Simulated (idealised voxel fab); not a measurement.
You're looking at the process module voxel ribs on slabs.
Each square cell in cross-section cut measures 5 nm, and the section as a whole is 185 nm wide.
A cross-section in this document is a grid of square cells, and it is written down as bands, the top band listed before the ones below it; a band is made up of one or more rows of cells. Top height, bottom height, nm. Materials left to right, width each, nm. Single material + "edge to edge" = fills band edge to edge. "air" = empty. Convention: height 0 is the level below which the wafer, as received, is all one material. The lowest band does not terminate at the bottom but continues downward, represented as "0 down". Note: "30->40" means the width goes from the first number (top row of the band) to the second number (bottom row) in equal steps per row of cells. For the purposes of this document, the phrase "same as before" attached to a step denotes that no cell within the cross-section was modified by that step. "Sealed void inventory" - sealed voids, min. 8 cells, no opening to top; format: width x height at distance (distance from left edge; nm throughout). Formally, on a step line, whatever follows the settings is a remark that the simulator itself makes on the step. "overlay nm" denotes, for a step that has a mask, the displacement of the mask to the right of its planned place, with negative values corresponding to the left.
List of planned process steps:
1,RECEIVE [material Si]
2,DIRECTIONAL_DEP [material SiO2] [thk nm 25]
3,DIRECTIONAL_DEP [material SiN] [thk nm 20]
4,MASKED_ETCH [tone cover] [mask id RIB] [width nm 25] [etch materials SiN] [depth nm 10] [overlay nm -15]
5,MASKED_ETCH [tone cover] [mask id SLAB] [width nm 75] [etch materials SiN] [depth nm 10] [overlay nm 0]
6,FILL_DEP [material SiO2] [thk nm 25]
7,CMP [height nm 60]
8,DIRECTIONAL_DEP [material TiN] [thk nm 10]
9,MASKED_ETCH [tone cover] [mask id HEATER] [width nm 35] [etch materials TiN] [depth nm 10] [overlay nm 0]
10,CONFORMAL_DEP [material SiO2] [thk nm 5]
Variable across wafers: step 4 overlay nm (plan value is that of the first wafer; starting state common to all).
Incoming state of the first of several wafers in cross-section: after step 1:
    0 down = Si edge to edge
    Sealed void inventory: none
Per wafer (row), end of module: delta in cells per material since receipt, (+) for gained, (-) for lost; closed voids after that:
overlay nm -15, +40 SiN, +445 SiO2, +14 TiN, Sealed void inventory: none
overlay nm -10, +40 SiN, +445 SiO2, +14 TiN, Sealed void inventory: none
overlay nm -5, +40 SiN, +445 SiO2, +14 TiN, Sealed void inventory: none
overlay nm 0, +40 SiN, +445 SiO2, +14 TiN, Sealed void inventory: none
overlay nm 5, +40 SiN, +445 SiO2, +14 TiN, Sealed void inventory: none
overlay nm 10, +40 SiN, +445 SiO2, +14 TiN, Sealed void inventory: none
overlay nm 15, +40 SiN, +445 SiO2, +14 TiN, Sealed void inventory: none
